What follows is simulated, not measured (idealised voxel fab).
Process module, titled voxel plated lines
Square cell edge 5 nm, section width 180 nm, ID cut.
A cross-section is written here as square cells arranged in a grid, and it is given in bands from the top down, each band taking up one or more rows of cells.
Heights first: top, then bottom, in nm. Then materials, left to right, each with a width in nm. "throughout" on a single material: fills the band edge to edge. "air": empty space.
Heights are reckoned from 0. Under this level, the received wafer is all of one material. The bottommost band is open-ended downward, for example "z 0 and below".
Note: "30..40" means the width goes from the first number (top row of the band) to the second number (bottom row) in equal steps per row of cells.
A step reported as "no modification" is a step in which no cell of the cross-section changed.
"Voids, sealed" - sealed voids, min. 8 cells, no opening to top; format: width x height at distance (distance from left edge; nm throughout).
Past the settings on a step's line: simulator remark, on that step.
Each step line may optionally specify "overlay nm", which for a step with a mask gives the rightward distance between the mask's planned place and where it lay, a negative value indicating the leftward direction.
### Below is the list of planned process steps
1. RECEIVE with material Si
2. CONFORMAL_DEP with material SiO2, thk nm 15
3. DIRECTIONAL_DEP with material TiN, thk nm 5
4. PATTERN with tone open, mask id LINES, material resist, width nm 15, pitch nm 30, thk nm 20, overlay nm 0
5. EPI with material Ru, thk nm 5
6. STRIP with etch materials resist
7. DIRECTIONAL_ETCH with etch materials TiN, depth nm 5
8. CONFORMAL_DEP with material SiO2, thk nm 5
### Received-state cross-section, reflecting completion of step 1
    z 0 and below  Si throughout
    Voids, sealed: none
### Figure: cross-sectional view of the wafer upon completion of the module, processed from the initial state and according to the plan depicted above, with one error introduced during execution
    z 25 to 5  SiO2 throughout
    z 5 to 0  TiN throughout
    z 0 and below  Si throughout
    Voids, sealed: none
Misprocessing identified: the processing plan was not followed for steps 2 and 3, which were run with their positions exchanged
